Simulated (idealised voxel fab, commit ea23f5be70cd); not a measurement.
Process module under the name voxel tone inversion
For reference, the cross-section in this document is cut, with width 215 nm and square cells of 5 nm.
Reading order for cross-sections: top band down to bottom band. Underlying form: a grid of square cells. Band size: one or more rows of cells. Within each band entry, the heights of the top and of the bottom of the band appear first, in that order and in nm; the materials of the band then follow from left to right, each with its corresponding width in nm. The designation "everywhere" on a single material indicates that it fills the band from edge to edge; the designation "air" indicates empty space. Height 0 is the level under which the wafer as received is all one material. The lowest band goes on downwards, as in "0 -> down". So if you see something like "30 to 40" for the width, read it as the top row of the band sitting at the first number and the bottom row at the second, with every row in between moving by the same amount as the last. "remained the same" for a step: no cell of the cross-section changed in that step. "Sealed void list" - sealed voids, min. 8 cells, no opening to top; format: width x height at distance (distance from left edge; nm throughout). Post-settings text on a step line: simulator's own remark regarding the step. If you see "overlay nm" on a step's line and that step has a mask, it's telling you how far right of where it was planned the mask ended up; a negative number means it went left instead. Before/after cross-section pairs, one process step each; after shown to lowest changed band; step and settings beneath. Pairs may be from different runs of this module on the same starting wafer; a pair continues from the one above only where its "Before the process" entry says so.

Before the process
* 0 -> down: Si everywhere
* Sealed void list: none

Sectional View, Post-Process
* 5 -> 0: SiCN everywhere
* Whatever lies below 0 is exactly as it was before.
* Sealed void list: none
To go from the before cross-section above to the after cross-section, apply CONFORMAL_DEP,material SiCN,thk nm 5

Before the process: Reference is made to the cross-section shown after the step in the pair directly above, which represents the state prior to this step.

Sectional View, Post-Process
* 30 -> 5: polySi everywhere
* Whatever lies below 5 is exactly as it was before.
* Sealed void list: none
To go from the before cross-section above to the after cross-section, apply DIRECTIONAL_DEP,material polySi,thk nm 25

Before the process: Reference is made to the cross-section shown after the step in the pair directly above, which represents the state prior to this step.

Sectional View, Post-Process
* 65 -> 30: air=75; resist=20; air=25; resist=20; air=75
* Whatever lies below 30 is exactly as it was before.
* Sealed void list: none
To go from the before cross-section above to the after cross-section, apply PATTERN,tone cover,mask id POSTS,material resist,width nm 20,pitch nm 45,thk nm 35,overlay nm 0

Before the process: Reference is made to the cross-section shown after the step in the pair directly above, which represents the state prior to this step.

Sectional View, Post-Process
* 65 -> 30: air=75; resist=20; air=25; resist=20; air=75
* 30 -> 5: air=75; polySi=20; air=25; polySi=20; air=75
* Whatever lies below 5 is exactly as it was before.
* Sealed void list: none
To go from the before cross-section above to the after cross-section, apply DIRECTIONAL_ETCH,etch materials polySi,depth nm 25

Before the process: Reference is made to the cross-section shown after the step in the pair directly above, which represents the state prior to this step.

Sectional View, Post-Process
* 30 -> 5: air=75; polySi=20; air=25; polySi=20; air=75
* Whatever lies below 5 is exactly as it was before.
* Sealed void list: none
To go from the before cross-section above to the after cross-section, apply STRIP,etch materials resist

Before the process: Reference is made to the cross-section shown after the step in the pair directly above, which represents the state prior to this step.

Sectional View, Post-Process
* 40 -> 30: SiO2 everywhere
* 30 -> 5: SiO2=75; polySi=20; SiO2=25; polySi=20; SiO2=75
* Whatever lies below 5 is exactly as it was before.
* Sealed void list: none
To go from the before cross-section above to the after cross-section, apply FILL_DEP,material SiO2,thk nm 10

Before the process: Reference is made to the cross-section shown after the step in the pair directly above, which represents the state prior to this step.

Sectional View, Post-Process
* 30 -> 5: SiO2=75; polySi=20; SiO2=25; polySi=20; SiO2=75
* Whatever lies below 5 is exactly as it was before.
* Sealed void list: none
To go from the before cross-section above to the after cross-section, apply CMP,height nm 30

Before the process: Reference is made to the cross-section shown after the step in the pair directly above, which represents the state prior to this step.

Sectional View, Post-Process
* 30 -> 5: SiO2=75; air=20; SiO2=25; air=20; SiO2=75
* Whatever lies below 5 is exactly as it was before.
* Sealed void list: none
To go from the before cross-section above to the after cross-section, apply STRIP,etch materials polySi

Before the process
* 0 -> down: Si everywhere
* Sealed void list: none

Sectional View, Post-Process
* 25 -> 0: polySi everywhere
* Whatever lies below 0 is exactly as it was before.
* Sealed void list: none
To go from the before cross-section above to the after cross-section, apply DIRECTIONAL_DEP,material polySi,thk nm 25

Before the process: Reference is made to the cross-section shown after the step in the pair directly above, which represents the state prior to this step.

Sectional View, Post-Process
* 60 -> 25: air=75; resist=20; air=25; resist=20; air=75
* Whatever lies below 25 is exactly as it was before.
* Sealed void list: none
To go from the before cross-section above to the after cross-section, apply PATTERN,tone cover,mask id POSTS,material resist,width nm 20,pitch nm 45,thk nm 35,overlay nm 0

Before the process: Reference is made to the cross-section shown after the step in the pair directly above, which represents the state prior to this step.

Sectional View, Post-Process
* 60 -> 25: air=75; resist=20; air=25; resist=20; air=75
* 25 -> 0: air=75; polySi=20; air=25; polySi=20; air=75
* Whatever lies below 0 is exactly as it was before.
* Sealed void list: none
To go from the before cross-section above to the after cross-section, apply DIRECTIONAL_ETCH,etch materials polySi,depth nm 25

Before the process: Reference is made to the cross-section shown after the step in the pair directly above, which represents the state prior to this step.

Sectional View, Post-Process
* 25 -> 0: air=75; polySi=20; air=25; polySi=20; air=75
* Whatever lies below 0 is exactly as it was before.
* Sealed void list: none
To go from the before cross-section above to the after cross-section, apply STRIP,etch materials resist

Before the process: Reference is made to the cross-section shown after the step in the pair directly above, which represents the state prior to this step.

Sectional View, Post-Process
* 35 -> 25: SiO2 everywhere
* 25 -> 0: SiO2=75; polySi=20; SiO2=25; polySi=20; SiO2=75
* Whatever lies below 0 is exactly as it was before.
* Sealed void list: none
To go from the before cross-section above to the after cross-section, apply FILL_DEP,material SiO2,thk nm 10

Before the process: Reference is made to the cross-section shown after the step in the pair directly above, which represents the state prior to this step.

Sectional View, Post-Process
* 30 -> 25: SiO2 everywhere
* Whatever lies below 25 is exactly as it was before.
* Sealed void list: none
To go from the before cross-section above to the after cross-section, apply CMP,height nm 30

Before the process
* 25 -> 0: polySi everywhere
* 0 -> down: Si everywhere
* Sealed void list: none

Sectional View, Post-Process
* 30 -> 25: SiCN everywhere
* Whatever lies below 25 is exactly as it was before.
* Sealed void list: none
To go from the before cross-section above to the after cross-section, apply CONFORMAL_DEP,material SiCN,thk nm 5

Before the process: Reference is made to the cross-section shown after the step in the pair directly above, which represents the state prior to this step.

Sectional View, Post-Process
* 65 -> 30: air=75; resist=20; air=25; resist=20; air=75
* Whatever lies below 30 is exactly as it was before.
* Sealed void list: none
To go from the before cross-section above to the after cross-section, apply PATTERN,tone cover,mask id POSTS,material resist,width nm 20,pitch nm 45,thk nm 35,overlay nm 0

Before the process: Reference is made to the cross-section shown after the step in the pair directly above, which represents the state prior to this step.

Sectional View, Post-Process
* 30 -> 25: SiCN everywhere
* Whatever lies below 25 is exactly as it was before.
* Sealed void list: none
To go from the before cross-section above to the after cross-section, apply STRIP,etch materials resist

Before the process: Reference is made to the cross-section shown after the step in the pair directly above, which represents the state prior to this step.

Sectional View, Post-Process
* 40 -> 30: SiO2 everywhere
* Whatever lies below 30 is exactly as it was before.
* Sealed void list: none
To go from the before cross-section above to the after cross-section, apply FILL_DEP,material SiO2,thk nm 10

Before the process: Reference is made to the cross-section shown after the step in the pair directly above, which represents the state prior to this step.

Sectional View, Post-Process
* 30 -> 25: SiCN everywhere
* Whatever lies below 25 is exactly as it was before.
* Sealed void list: none
To go from the before cross-section above to the after cross-section, apply CMP,height nm 30

Before the process
* 40 -> 30: SiO2 everywhere
* 30 -> 5: SiO2=75; polySi=20; SiO2=25; polySi=20; SiO2=75
* 5 -> 0: SiCN everywhere
* 0 -> down: Si everywhere
* Sealed void list: none

Sectional View, Post-Process
* 20 -> 5: SiO2=75; polySi=20; SiO2=25; polySi=20; SiO2=75
* Whatever lies below 5 is exactly as it was before.
* Sealed void list: none
To go from the before cross-section above to the after cross-section, apply CMP,height nm 20

Before the process: Reference is made to the cross-section shown after the step in the pair directly above, which represents the state prior to this step.

Sectional View, Post-Process
* 20 -> 5: SiO2=75; air=20; SiO2=25; air=20; SiO2=75
* Whatever lies below 5 is exactly as it was before.
* Sealed void list: none
To go from the before cross-section above to the after cross-section, apply STRIP,etch materials polySi

Before the process
* 30 -> 5: polySi everywhere
* 5 -> 0: SiCN everywhere
* 0 -> down: Si everywhere
* Sealed void list: none

Sectional View, Post-Process
* 65 -> 30: air=70; resist=30; air=15; resist=30; air=70
* Whatever lies below 30 is exactly as it was before.
* Sealed void list: none
To go from the before cross-section above to the after cross-section, apply PATTERN,tone cover,mask id POSTS,material resist,width nm 30,pitch nm 45,thk nm 35,overlay nm 0

Before the process: Reference is made to the cross-section shown after the step in the pair directly above, which represents the state prior to this step.

Sectional View, Post-Process
* 65 -> 30: air=70; resist=30; air=15; resist=30; air=70
* 30 -> 5: air=70; polySi=30; air=15; polySi=30; air=70
* Whatever lies below 5 is exactly as it was before.
* Sealed void list: none
To go from the before cross-section above to the after cross-section, apply DIRECTIONAL_ETCH,etch materials polySi,depth nm 25

Before the process: Reference is made to the cross-section shown after the step in the pair directly above, which represents the state prior to this step.

Sectional View, Post-Process
* 30 -> 5: air=70; polySi=30; air=15; polySi=30; air=70
* Whatever lies below 5 is exactly as it was before.
* Sealed void list: none
To go from the before cross-section above to the after cross-section, apply STRIP,etch materials resist

Before the process: Reference is made to the cross-section shown after the step in the pair directly above, which represents the state prior to this step.

Sectional View, Post-Process
* 40 -> 30: SiO2 everywhere
* 30 -> 5: SiO2=70; polySi=30; SiO2=15; polySi=30; SiO2=70
* Whatever lies below 5 is exactly as it was before.
* Sealed void list: none
To go from the before cross-section above to the after cross-section, apply FILL_DEP,material SiO2,thk nm 10

Before the process: Reference is made to the cross-section shown after the step in the pair directly above, which represents the state prior to this step.

Sectional View, Post-Process
* 30 -> 5: SiO2=70; polySi=30; SiO2=15; polySi=30; SiO2=70
* Whatever lies below 5 is exactly as it was before.
* Sealed void list: none
To go from the before cross-section above to the after cross-section, apply CMP,height nm 30

Before the process: Reference is made to the cross-section shown after the step in the pair directly above, which represents the state prior to this step.

Sectional View, Post-Process
* 30 -> 5: SiO2=70; air=30; SiO2=15; air=30; SiO2=70
* Whatever lies below 5 is exactly as it was before.
* Sealed void list: none
To go from the before cross-section above to the after cross-section, apply STRIP,etch materials polySi

Before the process
* 30 -> 5: polySi everywhere
* 5 -> 0: SiCN everywhere
* 0 -> down: Si everywhere
* Sealed void list: none

Sectional View, Post-Process
* 65 -> 30: air=70; resist=20; air=25; resist=20; air=80
* Whatever lies below 30 is exactly as it was before.
* Sealed void list: none
To go from the before cross-section above to the after cross-section, apply PATTERN,tone cover,mask id POSTS,material resist,width nm 20,pitch nm 45,thk nm 35,overlay nm -5

Before the process: Reference is made to the cross-section shown after the step in the pair directly above, which represents the state prior to this step.

Sectional View, Post-Process
* 65 -> 30: air=70; resist=20; air=25; resist=20; air=80
* 30 -> 5: air=70; polySi=20; air=25; polySi=20; air=80
* Whatever lies below 5 is exactly as it was before.
* Sealed void list: none
To go from the before cross-section above to the after cross-section, apply DIRECTIONAL_ETCH,etch materials polySi,depth nm 25

Before the process: Reference is made to the cross-section shown after the step in the pair directly above, which represents the state prior to this step.

Sectional View, Post-Process
* 30 -> 5: air=70; polySi=20; air=25; polySi=20; air=80
* Whatever lies below 5 is exactly as it was before.
* Sealed void list: none
To go from the before cross-section above to the after cross-section, apply STRIP,etch materials resist

Before the process: Reference is made to the cross-section shown after the step in the pair directly above, which represents the state prior to this step.

Sectional View, Post-Process
* 40 -> 30: SiO2 everywhere
* 30 -> 5: SiO2=70; polySi=20; SiO2=25; polySi=20; SiO2=80
* Whatever lies below 5 is exactly as it was before.
* Sealed void list: none
To go from the before cross-section above to the after cross-section, apply FILL_DEP,material SiO2,thk nm 10

Before the process: Reference is made to the cross-section shown after the step in the pair directly above, which represents the state prior to this step.

Sectional View, Post-Process
* 30 -> 5: SiO2=70; polySi=20; SiO2=25; polySi=20; SiO2=80
* Whatever lies below 5 is exactly as it was before.
* Sealed void list: none
To go from the before cross-section above to the after cross-section, apply CMP,height nm 30

Before the process: Reference is made to the cross-section shown after the step in the pair directly above, which represents the state prior to this step.

Sectional View, Post-Process
* 30 -> 5: SiO2=70; air=20; SiO2=25; air=20; SiO2=80
* Whatever lies below 5 is exactly as it was before.
* Sealed void list: none
To go from the before cross-section above to the after cross-section, apply STRIP,etch materials polySi

Before the process
* 5 -> 0: SiCN everywhere
* 0 -> down: Si everywhere
* Sealed void list: none

Sectional View, Post-Process
* 30 -> 0: SiCN everywhere
* Whatever lies below 0 is exactly as it was before.
* Sealed void list: none
To go from the before cross-section above to the after cross-section, apply DIRECTIONAL_DEP,material SiCN,thk nm 25

Before the process: Reference is made to the cross-section shown after the step in the pair directly above, which represents the state prior to this step.

Sectional View, Post-Process
* 65 -> 30: air=75; resist=20; air=25; resist=20; air=75
* Whatever lies below 30 is exactly as it was before.
* Sealed void list: none
To go from the before cross-section above to the after cross-section, apply PATTERN,tone cover,mask id POSTS,material resist,width nm 20,pitch nm 45,thk nm 35,overlay nm 0

Before the process: Reference is made to the cross-section shown after the step in the pair directly above, which represents the state prior to this step.

Sectional View, Post-Process
* 30 -> 0: SiCN everywhere
* Whatever lies below 0 is exactly as it was before.
* Sealed void list: none
To go from the before cross-section above to the after cross-section, apply STRIP,etch materials resist

Before the process: Reference is made to the cross-section shown after the step in the pair directly above, which represents the state prior to this step.

Sectional View, Post-Process
* 40 -> 30: SiO2 everywhere
* Whatever lies below 30 is exactly as it was before.
* Sealed void list: none
To go from the before cross-section above to the after cross-section, apply FILL_DEP,material SiO2,thk nm 10

Before the process: Reference is made to the cross-section shown after the step in the pair directly above, which represents the state prior to this step.

Sectional View, Post-Process
* 30 -> 0: SiCN everywhere
* Whatever lies below 0 is exactly as it was before.
* Sealed void list: none
To go from the before cross-section above to the after cross-section, apply CMP,height nm 30

Before the process
* 30 -> 5: polySi everywhere
* 5 -> 0: SiCN everywhere
* 0 -> down: Si everywhere
* Sealed void list: none

Sectional View, Post-Process
* 65 -> 30: resist=75; air=20; resist=25; air=20; resist=75
* Whatever lies below 30 is exactly as it was before.
* Sealed void list: none
To go from the before cross-section above to the after cross-section, apply PATTERN,tone open,mask id POSTS,material resist,width nm 20,pitch nm 45,thk nm 35,overlay nm 0

Before the process: Reference is made to the cross-section shown after the step in the pair directly above, which represents the state prior to this step.

Sectional View, Post-Process
* 65 -> 30: resist=75; air=20; resist=25; air=20; resist=75
* 30 -> 5: polySi=75; air=20; polySi=25; air=20; polySi=75
* Whatever lies below 5 is exactly as it was before.
* Sealed void list: none
To go from the before cross-section above to the after cross-section, apply DIRECTIONAL_ETCH,etch materials polySi,depth nm 25

Before the process: Reference is made to the cross-section shown after the step in the pair directly above, which represents the state prior to this step.

Sectional View, Post-Process
* 30 -> 5: polySi=75; air=20; polySi=25; air=20; polySi=75
* Whatever lies below 5 is exactly as it was before.
* Sealed void list: none
To go from the before cross-section above to the after cross-section, apply STRIP,etch materials resist

Before the process: Reference is made to the cross-section shown after the step in the pair directly above, which represents the state prior to this step.

Sectional View, Post-Process
* 40 -> 30: SiO2 everywhere
* 30 -> 5: polySi=75; SiO2=20; polySi=25; SiO2=20; polySi=75
* Whatever lies below 5 is exactly as it was before.
* Sealed void list: none
To go from the before cross-section above to the after cross-section, apply FILL_DEP,material SiO2,thk nm 10

Before the process: Reference is made to the cross-section shown after the step in the pair directly above, which represents the state prior to this step.

Sectional View, Post-Process
* 30 -> 5: polySi=75; SiO2=20; polySi=25; SiO2=20; polySi=75
* Whatever lies below 5 is exactly as it was before.
* Sealed void list: none
To go from the before cross-section above to the after cross-section, apply CMP,height nm 30

Before the process: Reference is made to the cross-section shown after the step in the pair directly above, which represents the state prior to this step.

Sectional View, Post-Process
* 30 -> 5: air=75; SiO2=20; air=25; SiO2=20; air=75
* Whatever lies below 5 is exactly as it was before.
* Sealed void list: none
To go from the before cross-section above to the after cross-section, apply STRIP,etch materials polySi
